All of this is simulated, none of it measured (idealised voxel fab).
voxel gate over fins: a process module
The figure presents cross-section cut, which has a width of 160 nm and is divided into square cells with an edge length of 5 nm.
We lay out every cross-section as a grid of square cells and spell it out in bands from the top down, where one band means one or more rows of cells. Top, bottom (nm), then materials left to right with widths (nm); lone material tagged "all across" fills the whole band edge to edge; "blank" = empty space. Heads up on the height convention: 0 is the point under which the incoming wafer is all one material, and the lowest band has no bottom, it just keeps going down, like "0 nm and below". Width spec "30 to 40" -> top row of cells at first value, bottom row at second value, equal per-row change in between. When a step is marked "identical to before", none of the cells in the cross-section changed during that step. In "Enclosed void list" the enclosed voids are listed, meaning empty spaces of 8 cells or larger without any opening to the top. The form is width x height at distance, distance from the left edge, units nm. Post-settings text on a step line: simulator's own remark regarding the step. You can add "overlay nm" to a step's line. For a step with a mask, it describes how far the mask lay to the right of its planned position, and a negative number describes a lay to the left.

PROCESS STEPS - PLAN
| 1 | RECEIVE with material Si |
| 2 | CONFORMAL_DEP with material SiN, thk nm 10 |
| 3 | MASKED_ETCH with tone cover, mask id FINS, width nm 15, pitch nm 60, etch materials SiN, depth nm 10, overlay nm 0 |
| 4 | MASKED_ETCH with tone cover, mask id FINS, width nm 15, pitch nm 60, etch materials Si, depth nm 35, overlay nm 0 |
| 5 | OXIDIZE with depth nm 5 |
| 6 | FILL_DEP with material SiO2, thk nm 15 |
| 7 | CMP with height nm 10 |
| 8 | MASKED_ETCH with tone open, mask id RAIL, width nm 15, etch materials SiO2, depth nm 40, overlay nm 0 |
| 9 | CONFORMAL_DEP with material TiN, thk nm 5 |
| 10 | FILL_DEP with material Ru, thk nm 5 |
| 11 | CMP with height nm 10 |
| 12 | SELECTIVE_ETCH with etch materials W Ru TiN, depth nm 25 |
| 13 | FILL_DEP with material SiO2, thk nm 5 |
| 14 | CMP with height nm 10 |
| 15 | SELECTIVE_ETCH with etch materials SiO2, depth nm 20 |
| 16 | STRIP with etch materials SiN |
| 17 | CONFORMAL_DEP with material HfO2, thk nm 5 |
| 18 | CONFORMAL_DEP with material TiN, thk nm 5 |
| 19 | CONFORMAL_DEP with material TiAl, thk nm 5 |
| 20 | CONFORMAL_DEP with material TiN, thk nm 5 |
| 21 | FILL_DEP with material W, thk nm 10 |
| 22 | CMP with height nm 25 |
| 23 | CONFORMAL_DEP with material SiN, thk nm 10 |

RECEIVED-STATE CROSS-SECTION, REFLECTING COMPLETION OF STEP 1
* 0 nm and below: Si all across
* Enclosed void list: none

FIRST WAFER OF TWO, SECTIONED AT END OF MODULE; RUN WENT PER PLAN
* 35 nm to 25 nm: SiN all across
* 25 nm to 20 nm: W all across
* 20 nm to 15 nm: W (25) | TiN (45) | W (15) | TiN (45) | W (30)
* 15 nm to 10 nm: W (25) | TiN (5) | TiAl (35) | TiN (5) | W (15) | TiN (5) | TiAl (35) | TiN (5) | W (30)
* 10 nm to 5 nm: TiN (30) | TiAl (5) | TiN (25) | TiAl (5) | TiN (25) | TiAl (5) | TiN (25) | TiAl (5) | TiN (35)
* 5 nm to 0 nm: TiAl (35) | TiN (5) | HfO2 (15) | TiN (5) | TiAl (35) | TiN (5) | HfO2 (15) | TiN (5) | TiAl (40)
* 0 nm to -5 nm: TiN (40) | HfO2 (5) | Si (5) | HfO2 (5) | TiN (45) | HfO2 (5) | Si (5) | HfO2 (5) | TiN (45)
* -5 nm to -10 nm: HfO2 (45) | Si (5) | HfO2 (55) | Si (5) | HfO2 (50)
* -10 nm to -15 nm: SiO2 (45) | Si (5) | SiO2 (55) | Si (5) | SiO2 (50)
* -15 nm to -25 nm: SiO2 (45) | Si (5) | SiO2 (20) | TiN (5) | Ru (5) | TiN (5) | SiO2 (20) | Si (5) | SiO2 (50)
* -25 nm to -30 nm: SiO2 (45) | Si (5) | SiO2 (20) | TiN (15) | SiO2 (20) | Si (5) | SiO2 (50)
* -30 nm to -40 nm: SiO2 (45) | Si (5) | SiO2 (55) | Si (5) | SiO2 (50)
* -40 nm and below: Si all across
* Enclosed void list: none

HERE'S THE SECOND OF OUR TWO WAFERS SECTIONED AT MODULE END. SAME START AS THE FIRST, SAME PLAN, BUT ONE MISTAKE GOT MADE RUNNING IT
* 35 nm to 25 nm: SiN all across
* 25 nm to 20 nm: W all across
* 20 nm to 15 nm: W (25) | TiN (45) | W (15) | TiN (45) | W (30)
* 15 nm to 10 nm: W (25) | TiN (5) | TiAl (35) | TiN (5) | W (15) | TiN (5) | TiAl (35) | TiN (5) | W (30)
* 10 nm to 5 nm: TiN (30) | TiAl (5) | TiN (25) | TiAl (5) | TiN (25) | TiAl (5) | TiN (25) | TiAl (5) | TiN (35)
* 5 nm to 0 nm: TiAl (35) | TiN (5) | HfO2 (15) | TiN (5) | TiAl (35) | TiN (5) | HfO2 (15) | TiN (5) | TiAl (40)
* 0 nm to -5 nm: TiN (40) | HfO2 (5) | Si (5) | HfO2 (5) | TiN (45) | HfO2 (5) | Si (5) | HfO2 (5) | TiN (45)
* -5 nm to -10 nm: HfO2 (45) | Si (5) | HfO2 (55) | Si (5) | HfO2 (50)
* -10 nm to -15 nm: SiO2 (45) | Si (5) | SiO2 (55) | Si (5) | SiO2 (50)
* -15 nm to -25 nm: SiO2 (45) | Si (5) | SiO2 (20) | TiN (5) | Ru (5) | TiN (5) | SiO2 (20) | Si (5) | SiO2 (50)
* -25 nm to -30 nm: SiO2 (45) | Si (5) | SiO2 (20) | TiN (15) | SiO2 (20) | Si (5) | SiO2 (50)
* -30 nm to -75 nm: SiO2 (45) | Si (5) | SiO2 (55) | Si (5) | SiO2 (50)
* -75 nm and below: Si all across
* Enclosed void list: none
What broke from the plan during processing? step 4 of the plan was carried out twice
Final tally in cells, some materials are higher or lower on the second wafer than on the first: Si: 210 fewer; SiO2: 210 more
